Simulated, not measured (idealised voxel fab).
Process module, titled voxel local oxidation
Pictured: cross-section cut, 170 nm wide, on a grid of 5 nm square cells.
Think of the cross-section as a grid of square cells. We describe it in bands, top to bottom, and each band covers one or more rows of those cells. Look at the band entry: it leads with the top's height and the bottom's height in nm. Then it lists the materials left to right, with a width in nm for each. The word "throughout" on a single material says that material fills the band edge to edge. The word "blank" is empty space. A quick word on heights: they are counted from 0, and under that level the wafer as it came to us is one material throughout. The lowest band is different from the rest in having no bottom; it simply continues downward, written as in "0..down". A width given as "30->40" starts at the first number in the band's top row and ends at the second number in its bottom row, shifting by an equal amount at every step from row to row. It should be understood that the words "remained unchanged", when stated for a given step, signify that the cross-section underwent no change in any of its cells during that step. You'll see "Closed void entries" listing empty spaces that have no way open to the top, as long as they're 8 cells or more; the notation is width x height at distance, where the distance is from the left edge, and all of it is in nm. That trailing text on a step's line, after the settings, is the simulator's own remark on the step. The optional step-line setting "overlay nm" applies to steps with a mask and quantifies how far to the right of its planned location the mask lay, a negative value indicating leftward placement.
Steps in the process plan
| 1 | RECEIVE, material Si |
| 2 | CONFORMAL_DEP, material SiO2, thk nm 5 |
| 3 | CONFORMAL_DEP, material SiN, thk nm 5 |
| 4 | PATTERN, tone cover, mask id ACTIVE, material resist, width nm 95, thk nm 15, overlay nm 0 |
| 5 | DIRECTIONAL_ETCH, etch materials SiN, depth nm 10 |
| 6 | STRIP, etch materials resist |
| 7 | SELECTIVE_ETCH, etch materials SiO2, depth nm 5 |
| 8 | OXIDIZE, depth nm 15 |
| 9 | STRIP, etch materials SiN |
The plan's step 3 thk nm is the first wafer's value; the wafers differ in this setting and start identical.
The first of several wafers in cross-section, exactly as it reached us after step 1
- 0..down | Si throughout
- Closed void entries: none
The rows of the table below are wafers. Looking at the end of the module, a row counts, for every material, the cells the wafer has gained, shown as (+), or lost, shown as (-), since it was received; its closed voids come next
thk nm 5 | -69 Si | +86 SiO2 | Closed void entries: none
thk nm 10 | -69 Si | +86 SiO2 | Closed void entries: none
thk nm 15 | +34 SiO2 | Closed void entries: none
thk nm 20 | +34 SiO2 | Closed void entries: none
thk nm 25 | +34 SiO2 | Closed void entries: none
